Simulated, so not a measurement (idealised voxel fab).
Process module under the name voxel gate over fins
cross-section cut | 265 nm wide | cells 5 nm
For the purposes of this document, a cross-section shall be understood as a grid of square cells, specified as bands listed in top-to-bottom order, each band consisting of one or more rows of cells.
The band entry comprises the height of the band's top followed by the height of its bottom, expressed in nm, and subsequently the band's materials from left to right, each stated together with its width in nm. Where a single material is marked with the word "throughout", that material fills the band from edge to edge. The word "air" represents empty space.
Ref level 0: as-received wafer is one material below here. Bottom band extends down with no lower bound ("0..down").
So if you see something like "30..40" for the width, read it as the top row of the band sitting at the first number and the bottom row at the second, with every row in between moving by the same amount as the last.
What does "everything unchanged" mean for a step? It means no cell of the cross-section changed in that step.
If an empty space has no open way to the top and is at least 8 cells in size, "Closed void listing" lists it, written width x height at distance, where distance is measured from the left edge and every value is in nm.
Where a step's line continues beyond its settings, the continuation is a remark by the simulator itself on that step.
A step's line can hold "overlay nm"; with a mask on that step, the setting says how far right of the planned place the mask lay, while a negative setting says it lay to the left.

[This section lists the process steps that were planned]
- 1: RECEIVE, material Si
- 2: CONFORMAL_DEP, material SiN, thk nm 10
- 3: MASKED_ETCH, tone cover, mask id FINS, width nm 15, pitch nm 45, etch materials SiN, depth nm 10, overlay nm 0
- 4: MASKED_ETCH, tone cover, mask id FINS, width nm 15, pitch nm 45, etch materials Si, depth nm 40, overlay nm -15
- 5: FILL_DEP, material SiO2, thk nm 5
- 6: CMP, height nm 10
- 7: SELECTIVE_ETCH, etch materials SiO2, depth nm 25
- 8: STRIP, etch materials SiN
- 9: CONFORMAL_DEP, material HfO2, thk nm 5
- 10: CONFORMAL_DEP, material TiN, thk nm 5
- 11: FILL_DEP, material W, thk nm 15
- 12: CMP, height nm 20
- 13: CONFORMAL_DEP, material SiCN, thk nm 10
Where the wafers of this document differ is in the overlay nm of step 4; they start out the same, and the plan states the value that applied to the first wafer.

[As received, i.e. after step 1: cross-section through the first of several wafers]
  0..down  Si throughout
  Closed void listing: none

[Heads up, this table goes wafer by wafer. A row tells you, at the end of the module, how many cells of each material that wafer has put on (+) or dropped (-) since it was received, and then its closed voids]
overlay nm -15, +71 HfO2, -280 Si, +106 SiCN, +175 SiO2, +65 TiN, +181 W, Closed void listing: none
overlay nm -10, +71 HfO2, -304 Si, +106 SiCN, +190 SiO2, +71 TiN, +184 W, Closed void listing: none
overlay nm -5, +71 HfO2, -328 Si, +106 SiCN, +205 SiO2, +71 TiN, +193 W, Closed void listing: none
overlay nm 0, +71 HfO2, -352 Si, +106 SiCN, +220 SiO2, +71 TiN, +202 W, Closed void listing: none
overlay nm 5, +71 HfO2, -328 Si, +106 SiCN, +205 SiO2, +71 TiN, +193 W, Closed void listing: none
overlay nm 10, +71 HfO2, -304 Si, +106 SiCN, +190 SiO2, +71 TiN, +184 W, Closed void listing: none
overlay nm 15, +71 HfO2, -280 Si, +106 SiCN, +175 SiO2, +65 TiN, +181 W, Closed void listing: none
